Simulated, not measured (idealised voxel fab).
Process module under the name voxel spacer lines
Cross-section cut: width 290 nm, square cells of 5 nm.
Cross-section = grid of square cells, listed top down in bands; band = one or more rows.
Heights first: top, then bottom, in nm. Then materials, left to right, each with a width in nm. "edge to edge" on a single material: fills the band edge to edge. "air": empty space.
The reference from which all heights are counted is 0, the level beneath which the as-received wafer is entirely one material; the lowest band, having no lower bound, proceeds downward and is written after the example "0 nm and below".
The expression "30 to 40" gives the width at the extremes of the band, the first number at its top row of cells and the second at its bottom row, with the width changing by equal amounts from each row to the next in between.
Basically "left unchanged" means that step didn't change any cell in the cross-section.
Each empty space that has no open way to the top and spans at least 8 cells appears under "Closed cavities" as width x height at distance, the distance counted from the left edge, all in nm.
On each step's line, the part that comes after the settings is the simulator's own comment on the step.
When a step includes a mask, the "overlay nm" setting on its line states how far to the right of its planned place that mask lay, and negative values state how far to the left.

# Process steps foreseen in the plan
step 1: RECEIVE, material Si
step 2: CONFORMAL_DEP, material Al2O3, thk nm 10
step 3: DIRECTIONAL_DEP, material polySi, thk nm 20
step 4: DIRECTIONAL_DEP, material aC, thk nm 20
step 5: PATTERN, tone cover, mask id MANDREL, material resist, width nm 20, pitch nm 70, thk nm 30, overlay nm 0
step 6: DIRECTIONAL_ETCH, etch materials aC, depth nm 20
step 7: STRIP, etch materials resist
step 8: CONFORMAL_DEP, material SiN, thk nm 15
step 9: DIRECTIONAL_ETCH, etch materials SiN, depth nm 15
step 10: STRIP, etch materials aC
step 11: DIRECTIONAL_ETCH, etch materials polySi, depth nm 20
step 12: STRIP, etch materials SiN
step 13: FILL_DEP, material lowk, thk nm 5
step 14: CMP, height nm 30

# Below: the first of two wafers, run as planned

# Wafer at receipt (post step 1), cross-section
- 0 nm and below  Si edge to edge
- Closed cavities: none

# Upon completion of step 2, the wafer appears in cross-section as shown
- 10 nm to 0 nm  Al2O3 edge to edge
- Beneath the level 0, the cross-section is identical to its previous state.

# Upon completion of step 3, the wafer appears in cross-section as shown
- 30 nm to 10 nm  polySi edge to edge
- Beneath the level 10, the cross-section is identical to its previous state.

# Upon completion of step 4, the wafer appears in cross-section as shown
- 50 nm to 30 nm  aC edge to edge
- Beneath the level 30, the cross-section is identical to its previous state.

# Upon completion of step 5, the wafer appears in cross-section as shown
- 80 nm to 50 nm  100 air / 20 resist / 50 air / 20 resist / 100 air
- Beneath the level 50, the cross-section is identical to its previous state.

# Upon completion of step 6, the wafer appears in cross-section as shown
- 60 nm to 50 nm  100 air / 20 resist / 50 air / 20 resist / 100 air
- 50 nm to 30 nm  100 air / 20 aC / 50 air / 20 aC / 100 air
- Beneath the level 30, the cross-section is identical to its previous state.

# Upon completion of step 7, the wafer appears in cross-section as shown
- 50 nm to 30 nm  100 air / 20 aC / 50 air / 20 aC / 100 air
- Beneath the level 30, the cross-section is identical to its previous state.

# Upon completion of step 8, the wafer appears in cross-section as shown
- 65 nm to 50 nm  85 air / 50 SiN / 20 air / 50 SiN / 85 air
- 50 nm to 45 nm  85 air / 15 SiN / 20 aC / 15 SiN / 20 air / 15 SiN / 20 aC / 15 SiN / 85 air
- 45 nm to 30 nm  100 SiN / 20 aC / 50 SiN / 20 aC / 100 SiN
- Beneath the level 30, the cross-section is identical to its previous state.

# Upon completion of step 9, the wafer appears in cross-section as shown
- 50 nm to 30 nm  85 air / 15 SiN / 20 aC / 15 SiN / 20 air / 15 SiN / 20 aC / 15 SiN / 85 air
- Beneath the level 30, the cross-section is identical to its previous state.

# Upon completion of step 10, the wafer appears in cross-section as shown
- 50 nm to 30 nm  85 air / 15 SiN / 20 air / 15 SiN / 20 air / 15 SiN / 20 air / 15 SiN / 85 air
- Beneath the level 30, the cross-section is identical to its previous state.

# Upon completion of step 11, the wafer appears in cross-section as shown
- 50 nm to 30 nm  85 air / 15 SiN / 20 air / 15 SiN / 20 air / 15 SiN / 20 air / 15 SiN / 85 air
- 30 nm to 10 nm  85 air / 15 polySi / 20 air / 15 polySi / 20 air / 15 polySi / 20 air / 15 polySi / 85 air
- Beneath the level 10, the cross-section is identical to its previous state.

# Upon completion of step 12, the wafer appears in cross-section as shown
- 30 nm to 10 nm  85 air / 15 polySi / 20 air / 15 polySi / 20 air / 15 polySi / 20 air / 15 polySi / 85 air
- Beneath the level 10, the cross-section is identical to its previous state.

# Upon completion of step 13, the wafer appears in cross-section as shown
- 35 nm to 30 nm  lowk edge to edge
- 30 nm to 10 nm  85 lowk / 15 polySi / 20 lowk / 15 polySi / 20 lowk / 15 polySi / 20 lowk / 15 polySi / 85 lowk
- Beneath the level 10, the cross-section is identical to its previous state.

# Upon completion of step 14, the wafer appears in cross-section as shown
- 30 nm to 10 nm  85 lowk / 15 polySi / 20 lowk / 15 polySi / 20 lowk / 15 polySi / 20 lowk / 15 polySi / 85 lowk
- Beneath the level 10, the cross-section is identical to its previous state.

# Second wafer, same starting conditions and recipe as the first, one mistake in executing it, nothing differs from the first up to and including step 11

Second wafer cross-section, taken as of the time the plan sets for step 12 to be done: left unchanged

# Second wafer cross-section, taken as of the time the plan sets for step 13 to be done
- 55 nm to 50 nm  lowk edge to edge
- 50 nm to 30 nm  85 lowk / 15 SiN / 20 lowk / 15 SiN / 20 lowk / 15 SiN / 20 lowk / 15 SiN / 85 lowk
- 30 nm to 10 nm  85 lowk / 15 polySi / 20 lowk / 15 polySi / 20 lowk / 15 polySi / 20 lowk / 15 polySi / 85 lowk
- Beneath the level 10, the cross-section is identical to its previous state.

# Second wafer cross-section, taken as of the time the plan sets for step 14 to be done
- 30 nm to 10 nm  85 lowk / 15 polySi / 20 lowk / 15 polySi / 20 lowk / 15 polySi / 20 lowk / 15 polySi / 85 lowk
- Beneath the level 10, the cross-section is identical to its previous state.
What broke from the plan during processing? step 12 in the plan did not get run; it was skipped
If you compare the two wafers at the end, their cross-sections are the same, so as far as this model is concerned the mistake changes nothing.
